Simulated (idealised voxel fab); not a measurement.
Process module, titled voxel transistor to metal
cross-section cut | 195 nm wide | cells 5 nm
This document writes a cross-section as a grid whose cells are square, and gives it as bands, listed from the top down; one or more rows of cells form a band.
Band: top and bottom heights (nm) first, top before bottom; then materials from left to right, widths in nm. "all across" marks a sole material filling the band edge to edge. "air" denotes empty space.
The reference from which all heights are counted is 0, the level beneath which the as-received wafer is entirely one material; the lowest band, having no lower bound, proceeds downward and is written after the example "0..down".
A two-number width, for instance "30..40", indicates that the width is equal to the first number in the top row of the band and to the second number in the bottom row, and that it changes by a constant amount per row of cells.
When a step is marked "no alterations made", none of the cells in the cross-section changed during that step.
What "Voids, enclosed" gives you is every empty space of 8 cells or more that is cut off from the top. Each appears as width x height at distance, with the distance taken from the left edge and width, height and distance all in nm.
The remark found on a step's line after its settings is issued by the simulator itself and pertains to that step.
The "overlay nm" setting may appear on a step's line; for a step that uses a mask, it gives how far to the right of its planned position the mask lay, and a negative value indicates the left.
What follows is a series of pairs. Each pair shows a cross-section before one process step and the cross-section after it, and the after view is drawn only down to the lowest band that changed. Beneath each pair is the step that lies between the two, with its settings. Pairs may come from different runs of this module on the same starting wafer, so a pair continues from the one above it only where its entry headed "Ex-ante state" says so.

### Ex-ante state
140..120 | resist (55)  air (15)  resist (55)  air (15)  resist (55)
120..100 | lowk (50)  resist (5)  air (10)  lowk (55)  resist (5)  air (10)  lowk (60)
100..85 | lowk all across
85..80 | SiCN all across
80..60 | lowk (55)  TiN (5)  W (5)  TiN (5)  lowk (55)  TiN (5)  W (5)  TiN (5)  lowk (55)
60..55 | SiN (55)  TiN (15)  SiN (55)  TiN (15)  SiN (55)
55..40 | SiO2 (55)  TiN (5)  Ru (5)  TiN (5)  SiO2 (55)  TiN (5)  Ru (5)  TiN (5)  SiO2 (55)
40..30 | SiO2 (55)  TiN (5)  Ru (5)  TiN (5)  SiN (10)  SiO2 (5)  SiCN (25)  SiO2 (5)  SiN (10)  TiN (5)  Ru (5)  TiN (5)  SiO2 (55)
30..10 | SiO2 (55)  TiN (5)  Ru (5)  TiN (5)  SiN (10)  SiO2 (5)  polySi (25)  SiO2 (5)  SiN (10)  TiN (5)  Ru (5)  TiN (5)  SiO2 (55)
10..5 | SiO2 (55)  TiN (15)  SiN (10)  SiO2 (5)  polySi (25)  SiO2 (5)  SiN (10)  TiN (15)  SiO2 (55)
5..0 | SiO2 (55)  TiN (5)  SiGe (10)  SiN (10)  SiO2 (5)  polySi (25)  SiO2 (5)  SiN (10)  SiGe (10)  TiN (5)  SiO2 (55)
0..-5 | SiO2 (55)  TiN (5)  SiGe (10)  SiO2 (55)  SiGe (10)  TiN (5)  SiO2 (55)
-5..-15 | SiO2 (55)  SiGe (15)  Si (55)  SiGe (15)  SiO2 (55)
-15..-30 | SiO2 (55)  Si (85)  SiO2 (55)
-30..down | Si all across
Voids, enclosed: none

### Step Result
140..120 | resist (55)  air (15)  resist (55)  air (15)  resist (55)
120..105 | lowk (50)  resist (5)  air (15)  lowk (50)  resist (5)  air (15)  lowk (55)
105..100 | lowk (50)  resist (5)  air (10)  lowk (55)  resist (5)  air (10)  lowk (60)
100..85 | lowk (55)  air (10)  lowk (60)  air (10)  lowk (60)
Below 85, the layers are the same as they were.
Voids, enclosed: none
The cross-sections above show the structure before and after this step: DIRECTIONAL_ETCH,etch materials lowk,depth nm 15

Ex-ante state: we pick up right where the pair above leaves off, with its after cross-section.

### Step Result
140..120 | resist (55)  air (15)  resist (55)  air (15)  resist (55)
120..105 | lowk (50)  resist (5)  air (15)  lowk (50)  resist (5)  air (15)  lowk (55)
105..100 | lowk (50)  resist (5)  air (10)  lowk (55)  resist (5)  air (10)  lowk (60)
100..85 | lowk (55)  air (10)  lowk (60)  air (10)  lowk (60)
85..80 | SiCN (55)  air (10)  SiCN (60)  air (10)  SiCN (60)
Below 80, the layers are the same as they were.
Voids, enclosed: none
The cross-sections above show the structure before and after this step: DIRECTIONAL_ETCH,etch materials SiCN,depth nm 5

Ex-ante state: we pick up right where the pair above leaves off, with its after cross-section.

### Step Result
120..105 | lowk (50)  air (20)  lowk (50)  air (20)  lowk (55)
105..100 | lowk (50)  air (15)  lowk (55)  air (15)  lowk (60)
Below 100, the layers are the same as they were.
Voids, enclosed: none
The cross-sections above show the structure before and after this step: STRIP,etch materials resist

Ex-ante state: we pick up right where the pair above leaves off, with its after cross-section.

### Step Result
125..120 | TiN (55)  air (10)  TiN (60)  air (10)  TiN (60)
120..110 | lowk (50)  TiN (5)  air (10)  TiN (5)  lowk (50)  TiN (5)  air (10)  TiN (5)  lowk (55)
110..105 | lowk (50)  TiN (5)  air (5)  TiN (10)  lowk (50)  TiN (5)  air (5)  TiN (10)  lowk (55)
105..100 | lowk (50)  TiN (15)  lowk (55)  TiN (15)  lowk (60)
100..85 | lowk (55)  TiN (10)  lowk (60)  TiN (10)  lowk (60)
85..80 | SiCN (55)  TiN (10)  SiCN (60)  TiN (10)  SiCN (60)
Below 80, the layers are the same as they were.
Voids, enclosed: none
The cross-sections above show the structure before and after this step: CONFORMAL_DEP,material TiN,thk nm 5

Ex-ante state: we pick up right where the pair above leaves off, with its after cross-section.

### Step Result
130..125 | Cu all across
125..120 | TiN (55)  Cu (10)  TiN (60)  Cu (10)  TiN (60)
120..110 | lowk (50)  TiN (5)  Cu (10)  TiN (5)  lowk (50)  TiN (5)  Cu (10)  TiN (5)  lowk (55)
110..105 | lowk (50)  TiN (5)  Cu (5)  TiN (10)  lowk (50)  TiN (5)  Cu (5)  TiN (10)  lowk (55)
Below 105, the layers are the same as they were.
Voids, enclosed: none
The cross-sections above show the structure before and after this step: FILL_DEP,material Cu,thk nm 5

Ex-ante state: we pick up right where the pair above leaves off, with its after cross-section.

### Step Result
120..110 | lowk (50)  TiN (5)  Cu (10)  TiN (5)  lowk (50)  TiN (5)  Cu (10)  TiN (5)  lowk (55)
Below 110, the layers are the same as they were.
Voids, enclosed: none
The cross-sections above show the structure before and after this step: CMP,height nm 120

Ex-ante state: we pick up right where the pair above leaves off, with its after cross-section.

### Step Result
125..120 | SiCN all across
Below 120, the layers are the same as they were.
Voids, enclosed: none
The cross-sections above show the structure before and after this step: CONFORMAL_DEP,material SiCN,thk nm 5

### Ex-ante state
55..40 | SiO2 (55)  TiN (5)  Ru (5)  TiN (5)  SiO2 (55)  TiN (5)  Ru (5)  TiN (5)  SiO2 (55)
40..30 | SiO2 (55)  TiN (5)  Ru (5)  TiN (5)  SiN (10)  SiO2 (5)  SiCN (25)  SiO2 (5)  SiN (10)  TiN (5)  Ru (5)  TiN (5)  SiO2 (55)
30..10 | SiO2 (55)  TiN (5)  Ru (5)  TiN (5)  SiN (10)  SiO2 (5)  polySi (25)  SiO2 (5)  SiN (10)  TiN (5)  Ru (5)  TiN (5)  SiO2 (55)
10..5 | SiO2 (55)  TiN (15)  SiN (10)  SiO2 (5)  polySi (25)  SiO2 (5)  SiN (10)  TiN (15)  SiO2 (55)
5..0 | SiO2 (55)  TiN (5)  SiGe (10)  SiN (10)  SiO2 (5)  polySi (25)  SiO2 (5)  SiN (10)  SiGe (10)  TiN (5)  SiO2 (55)
0..-5 | SiO2 (55)  TiN (5)  SiGe (10)  SiO2 (55)  SiGe (10)  TiN (5)  SiO2 (55)
-5..-15 | SiO2 (55)  SiGe (15)  Si (55)  SiGe (15)  SiO2 (55)
-15..-30 | SiO2 (55)  Si (85)  SiO2 (55)
-30..down | Si all across
Voids, enclosed: none

### Step Result
60..55 | Ru all across
Below 55, the layers are the same as they were.
Voids, enclosed: none
The cross-sections above show the structure before and after this step: CONFORMAL_DEP,material Ru,thk nm 5

Ex-ante state: we pick up right where the pair above leaves off, with its after cross-section.

### Step Result
80..60 | lowk all across
Below 60, the layers are the same as they were.
Voids, enclosed: none
The cross-sections above show the structure before and after this step: DIRECTIONAL_DEP,material lowk,thk nm 20

Ex-ante state: we pick up right where the pair above leaves off, with its after cross-section.

### Step Result
100..80 | resist (55)  air (15)  resist (55)  air (15)  resist (55)
Below 80, the layers are the same as they were.
Voids, enclosed: none
The cross-sections above show the structure before and after this step: PATTERN,tone open,mask id METAL_1,material resist,width nm 15,pitch nm 70,thk nm 20,overlay nm 0

Ex-ante state: we pick up right where the pair above leaves off, with its after cross-section.

### Step Result
100..80 | resist (55)  air (15)  resist (55)  air (15)  resist (55)
80..60 | lowk (55)  air (15)  lowk (55)  air (15)  lowk (55)
Below 60, the layers are the same as they were.
Voids, enclosed: none
The cross-sections above show the structure before and after this step: DIRECTIONAL_ETCH,etch materials lowk,depth nm 20

Ex-ante state: we pick up right where the pair above leaves off, with its after cross-section.

### Step Result
80..60 | lowk (55)  air (15)  lowk (55)  air (15)  lowk (55)
Below 60, the layers are the same as they were.
Voids, enclosed: none
The cross-sections above show the structure before and after this step: STRIP,etch materials resist

Ex-ante state: we pick up right where the pair above leaves off, with its after cross-section.

### Step Result
85..80 | TiN (60)  air (5)  TiN (65)  air (5)  TiN (60)
80..65 | lowk (55)  TiN (5)  air (5)  TiN (5)  lowk (55)  TiN (5)  air (5)  TiN (5)  lowk (55)
65..60 | lowk (55)  TiN (15)  lowk (55)  TiN (15)  lowk (55)
Below 60, the layers are the same as they were.
Voids, enclosed: none
The cross-sections above show the structure before and after this step: CONFORMAL_DEP,material TiN,thk nm 5

Ex-ante state: we pick up right where the pair above leaves off, with its after cross-section.

### Step Result
95..85 | W all across
85..80 | TiN (60)  W (5)  TiN (65)  W (5)  TiN (60)
80..65 | lowk (55)  TiN (5)  W (5)  TiN (5)  lowk (55)  TiN (5)  W (5)  TiN (5)  lowk (55)
Below 65, the layers are the same as they were.
Voids, enclosed: none
The cross-sections above show the structure before and after this step: FILL_DEP,material W,thk nm 10

Ex-ante state: we pick up right where the pair above leaves off, with its after cross-section.

### Step Result
80..65 | lowk (55)  TiN (5)  W (5)  TiN (5)  lowk (55)  TiN (5)  W (5)  TiN (5)  lowk (55)
Below 65, the layers are the same as they were.
Voids, enclosed: none
The cross-sections above show the structure before and after this step: CMP,height nm 80

Ex-ante state: we pick up right where the pair above leaves off, with its after cross-section.

### Step Result
85..80 | SiCN all across
Below 80, the layers are the same as they were.
Voids, enclosed: none
The cross-sections above show the structure before and after this step: CONFORMAL_DEP,material SiCN,thk nm 5

Ex-ante state: we pick up right where the pair above leaves off, with its after cross-section.

### Step Result
120..85 | lowk all across
Below 85, the layers are the same as they were.
Voids, enclosed: none
The cross-sections above show the structure before and after this step: DIRECTIONAL_DEP,material lowk,thk nm 35

Ex-ante state: we pick up right where the pair above leaves off, with its after cross-section.

### Step Result
135..120 | resist (55)  air (15)  resist (55)  air (15)  resist (55)
Below 120, the layers are the same as they were.
Voids, enclosed: none
The cross-sections above show the structure before and after this step: PATTERN,tone open,mask id METAL_2,material resist,width nm 15,pitch nm 70,thk nm 15,overlay nm 0

Ex-ante state: we pick up right where the pair above leaves off, with its after cross-section.

### Step Result
135..120 | resist (55)  air (15)  resist (55)  air (15)  resist (55)
120..100 | lowk (55)  air (15)  lowk (55)  air (15)  lowk (55)
Below 100, the layers are the same as they were.
Voids, enclosed: none
The cross-sections above show the structure before and after this step: DIRECTIONAL_ETCH,etch materials lowk,depth nm 20

Ex-ante state: we pick up right where the pair above leaves off, with its after cross-section.

### Step Result
120..100 | lowk (55)  air (15)  lowk (55)  air (15)  lowk (55)
Below 100, the layers are the same as they were.
Voids, enclosed: none
The cross-sections above show the structure before and after this step: STRIP,etch materials resist

Ex-ante state: we pick up right where the pair above leaves off, with its after cross-section.

### Step Result
140..120 | resist (55)  air (15)  resist (55)  air (15)  resist (55)
Below 120, the layers are the same as they were.
Voids, enclosed: none
The cross-sections above show the structure before and after this step: PATTERN,tone open,mask id METAL_2_HOLES,material resist,width nm 15,pitch nm 70,thk nm 20,overlay nm 0

Ex-ante state: we pick up right where the pair above leaves off, with its after cross-section.

### Step Result
140..120 | resist (55)  air (15)  resist (55)  air (15)  resist (55)
120..85 | lowk (55)  air (15)  lowk (55)  air (15)  lowk (55)
Below 85, the layers are the same as they were.
Voids, enclosed: none
The cross-sections above show the structure before and after this step: DIRECTIONAL_ETCH,etch materials lowk,depth nm 15

Ex-ante state: we pick up right where the pair above leaves off, with its after cross-section.

### Step Result
140..120 | resist (55)  air (15)  resist (55)  air (15)  resist (55)
120..85 | lowk (55)  air (15)  lowk (55)  air (15)  lowk (55)
85..80 | SiCN (55)  air (15)  SiCN (55)  air (15)  SiCN (55)
Below 80, the layers are the same as they were.
Voids, enclosed: none
The cross-sections above show the structure before and after this step: DIRECTIONAL_ETCH,etch materials SiCN,depth nm 5

Ex-ante state: we pick up right where the pair above leaves off, with its after cross-section.

### Step Result
120..85 | lowk (55)  air (15)  lowk (55)  air (15)  lowk (55)
Below 85, the layers are the same as they were.
Voids, enclosed: none
The cross-sections above show the structure before and after this step: STRIP,etch materials resist

Ex-ante state: we pick up right where the pair above leaves off, with its after cross-section.

### Step Result
125..120 | TiN (60)  air (5)  TiN (65)  air (5)  TiN (60)
120..85 | lowk (55)  TiN (5)  air (5)  TiN (5)  lowk (55)  TiN (5)  air (5)  TiN (5)  lowk (55)
85..80 | SiCN (55)  TiN (15)  SiCN (55)  TiN (15)  SiCN (55)
Below 80, the layers are the same as they were.
Voids, enclosed: none
The cross-sections above show the structure before and after this step: CONFORMAL_DEP,material TiN,thk nm 5

Ex-ante state: we pick up right where the pair above leaves off, with its after cross-section.

### Step Result
130..125 | Cu all across
125..120 | TiN (60)  Cu (5)  TiN (65)  Cu (5)  TiN (60)
120..85 | lowk (55)  TiN (5)  Cu (5)  TiN (5)  lowk (55)  TiN (5)  Cu (5)  TiN (5)  lowk (55)
Below 85, the layers are the same as they were.
Voids, enclosed: none
The cross-sections above show the structure before and after this step: FILL_DEP,material Cu,thk nm 5

Ex-ante state: we pick up right where the pair above leaves off, with its after cross-section.

### Step Result
120..85 | lowk (55)  TiN (5)  Cu (5)  TiN (5)  lowk (55)  TiN (5)  Cu (5)  TiN (5)  lowk (55)
Below 85, the layers are the same as they were.
Voids, enclosed: none
The cross-sections above show the structure before and after this step: CMP,height nm 120

Ex-ante state: we pick up right where the pair above leaves off, with its after cross-section.

### Step Result
125..120 | SiCN all across
Below 120, the layers are the same as they were.
Voids, enclosed: none
The cross-sections above show the structure before and after this step: CONFORMAL_DEP,material SiCN,thk nm 5

### Ex-ante state
80..60 | lowk all across
60..55 | SiN all across
55..40 | SiO2 (55)  TiN (5)  Ru (5)  TiN (5)  SiO2 (55)  TiN (5)  Ru (5)  TiN (5)  SiO2 (55)
40..30 | SiO2 (55)  TiN (5)  Ru (5)  TiN (5)  SiN (10)  SiO2 (5)  SiCN (25)  SiO2 (5)  SiN (10)  TiN (5)  Ru (5)  TiN (5)  SiO2 (55)
30..10 | SiO2 (55)  TiN (5)  Ru (5)  TiN (5)  SiN (10)  SiO2 (5)  polySi (25)  SiO2 (5)  SiN (10)  TiN (5)  Ru (5)  TiN (5)  SiO2 (55)
10..5 | SiO2 (55)  TiN (15)  SiN (10)  SiO2 (5)  polySi (25)  SiO2 (5)  SiN (10)  TiN (15)  SiO2 (55)
5..0 | SiO2 (55)  TiN (5)  SiGe (10)  SiN (10)  SiO2 (5)  polySi (25)  SiO2 (5)  SiN (10)  SiGe (10)  TiN (5)  SiO2 (55)
0..-5 | SiO2 (55)  TiN (5)  SiGe (10)  SiO2 (55)  SiGe (10)  TiN (5)  SiO2 (55)
-5..-15 | SiO2 (55)  SiGe (15)  Si (55)  SiGe (15)  SiO2 (55)
-15..-30 | SiO2 (55)  Si (85)  SiO2 (55)
-30..down | Si all across
Voids, enclosed: none

### Step Result
100..80 | air (55)  resist (15)  air (55)  resist (15)  air (55)
Below 80, the layers are the same as they were.
Voids, enclosed: none
The cross-sections above show the structure before and after this step: PATTERN,tone cover,mask id METAL_1,material resist,width nm 15,pitch nm 70,thk nm 20,overlay nm 0

Ex-ante state: we pick up right where the pair above leaves off, with its after cross-section.

### Step Result
100..80 | air (55)  resist (15)  air (55)  resist (15)  air (55)
80..60 | air (55)  lowk (15)  air (55)  lowk (15)  air (55)
Below 60, the layers are the same as they were.
Voids, enclosed: none
The cross-sections above show the structure before and after this step: DIRECTIONAL_ETCH,etch materials lowk,depth nm 20

Ex-ante state: we pick up right where the pair above leaves off, with its after cross-section.

### Step Result
100..80 | air (55)  resist (15)  air (55)  resist (15)  air (55)
80..60 | air (55)  lowk (15)  air (55)  lowk (15)  air (55)
60..55 | air (55)  SiN (15)  air (55)  SiN (15)  air (55)
Below 55, the layers are the same as they were.
Voids, enclosed: none
The cross-sections above show the structure before and after this step: DIRECTIONAL_ETCH,etch materials SiN,depth nm 5

Ex-ante state: we pick up right where the pair above leaves off, with its after cross-section.

### Step Result
80..60 | air (55)  lowk (15)  air (55)  lowk (15)  air (55)
Below 60, the layers are the same as they were.
Voids, enclosed: none
The cross-sections above show the structure before and after this step: STRIP,etch materials resist

Ex-ante state: we pick up right where the pair above leaves off, with its after cross-section.

### Step Result
85..80 | air (50)  TiN (25)  air (45)  TiN (25)  air (50)
80..60 | air (50)  TiN (5)  lowk (15)  TiN (5)  air (45)  TiN (5)  lowk (15)  TiN (5)  air (50)
60..55 | TiN (55)  SiN (15)  TiN (55)  SiN (15)  TiN (55)
Below 55, the layers are the same as they were.
Voids, enclosed: none
The cross-sections above show the structure before and after this step: CONFORMAL_DEP,material TiN,thk nm 5

Ex-ante state: we pick up right where the pair above leaves off, with its after cross-section.

### Step Result
95..85 | W all across
85..80 | W (50)  TiN (25)  W (45)  TiN (25)  W (50)
80..60 | W (50)  TiN (5)  lowk (15)  TiN (5)  W (45)  TiN (5)  lowk (15)  TiN (5)  W (50)
Below 60, the layers are the same as they were.
Voids, enclosed: none
The cross-sections above show the structure before and after this step: FILL_DEP,material W,thk nm 10

Ex-ante state: we pick up right where the pair above leaves off, with its after cross-section.

### Step Result
80..60 | W (50)  TiN (5)  lowk (15)  TiN (5)  W (45)  TiN (5)  lowk (15)  TiN (5)  W (50)
Below 60, the layers are the same as they were.
Voids, enclosed: none
The cross-sections above show the structure before and after this step: CMP,height nm 80

Ex-ante state: we pick up right where the pair above leaves off, with its after cross-section.

### Step Result
85..80 | SiCN all across
Below 80, the layers are the same as they were.
Voids, enclosed: none
The cross-sections above show the structure before and after this step: CONFORMAL_DEP,material SiCN,thk nm 5

Ex-ante state: we pick up right where the pair above leaves off, with its after cross-section.

### Step Result
120..85 | lowk all across
Below 85, the layers are the same as they were.
Voids, enclosed: none
The cross-sections above show the structure before and after this step: DIRECTIONAL_DEP,material lowk,thk nm 35

Ex-ante state: we pick up right where the pair above leaves off, with its after cross-section.

### Step Result
135..120 | resist (55)  air (15)  resist (55)  air (15)  resist (55)
Below 120, the layers are the same as they were.
Voids, enclosed: none
The cross-sections above show the structure before and after this step: PATTERN,tone open,mask id METAL_2,material resist,width nm 15,pitch nm 70,thk nm 15,overlay nm 0

Ex-ante state: we pick up right where the pair above leaves off, with its after cross-section.

### Step Result
135..120 | resist (55)  air (15)  resist (55)  air (15)  resist (55)
120..100 | lowk (55)  air (15)  lowk (55)  air (15)  lowk (55)
Below 100, the layers are the same as they were.
Voids, enclosed: none
The cross-sections above show the structure before and after this step: DIRECTIONAL_ETCH,etch materials lowk,depth nm 20

Ex-ante state: we pick up right where the pair above leaves off, with its after cross-section.

### Step Result
120..100 | lowk (55)  air (15)  lowk (55)  air (15)  lowk (55)
Below 100, the layers are the same as they were.
Voids, enclosed: none
The cross-sections above show the structure before and after this step: STRIP,etch materials resist

Ex-ante state: we pick up right where the pair above leaves off, with its after cross-section.

### Step Result
140..120 | resist (55)  air (15)  resist (55)  air (15)  resist (55)
Below 120, the layers are the same as they were.
Voids, enclosed: none
The cross-sections above show the structure before and after this step: PATTERN,tone open,mask id METAL_2_HOLES,material resist,width nm 15,pitch nm 70,thk nm 20,overlay nm 0

Ex-ante state: we pick up right where the pair above leaves off, with its after cross-section.

### Step Result
140..120 | resist (55)  air (15)  resist (55)  air (15)  resist (55)
120..85 | lowk (55)  air (15)  lowk (55)  air (15)  lowk (55)
Below 85, the layers are the same as they were.
Voids, enclosed: none
The cross-sections above show the structure before and after this step: DIRECTIONAL_ETCH,etch materials lowk,depth nm 15

Ex-ante state: we pick up right where the pair above leaves off, with its after cross-section.

### Step Result
140..120 | resist (55)  air (15)  resist (55)  air (15)  resist (55)
120..85 | lowk (55)  air (15)  lowk (55)  air (15)  lowk (55)
85..80 | SiCN (55)  air (15)  SiCN (55)  air (15)  SiCN (55)
Below 80, the layers are the same as they were.
Voids, enclosed: none
The cross-sections above show the structure before and after this step: DIRECTIONAL_ETCH,etch materials SiCN,depth nm 5

Ex-ante state: we pick up right where the pair above leaves off, with its after cross-section.

### Step Result
120..85 | lowk (55)  air (15)  lowk (55)  air (15)  lowk (55)
Below 85, the layers are the same as they were.
Voids, enclosed: none
The cross-sections above show the structure before and after this step: STRIP,etch materials resist

Ex-ante state: we pick up right where the pair above leaves off, with its after cross-section.

### Step Result
125..120 | TiN (60)  air (5)  TiN (65)  air (5)  TiN (60)
120..85 | lowk (55)  TiN (5)  air (5)  TiN (5)  lowk (55)  TiN (5)  air (5)  TiN (5)  lowk (55)
85..80 | SiCN (55)  TiN (15)  SiCN (55)  TiN (15)  SiCN (55)
Below 80, the layers are the same as they were.
Voids, enclosed: none
The cross-sections above show the structure before and after this step: CONFORMAL_DEP,material TiN,thk nm 5

Ex-ante state: we pick up right where the pair above leaves off, with its after cross-section.

### Step Result
130..125 | Cu all across
125..120 | TiN (60)  Cu (5)  TiN (65)  Cu (5)  TiN (60)
120..85 | lowk (55)  TiN (5)  Cu (5)  TiN (5)  lowk (55)  TiN (5)  Cu (5)  TiN (5)  lowk (55)
Below 85, the layers are the same as they were.
Voids, enclosed: none
The cross-sections above show the structure before and after this step: FILL_DEP,material Cu,thk nm 5

Ex-ante state: we pick up right where the pair above leaves off, with its after cross-section.

### Step Result
120..85 | lowk (55)  TiN (5)  Cu (5)  TiN (5)  lowk (55)  TiN (5)  Cu (5)  TiN (5)  lowk (55)
Below 85, the layers are the same as they were.
Voids, enclosed: none
The cross-sections above show the structure before and after this step: CMP,height nm 120

Ex-ante state: we pick up right where the pair above leaves off, with its after cross-section.

### Step Result
125..120 | SiCN all across
Below 120, the layers are the same as they were.
Voids, enclosed: none
The cross-sections above show the structure before and after this step: CONFORMAL_DEP,material SiCN,thk nm 5
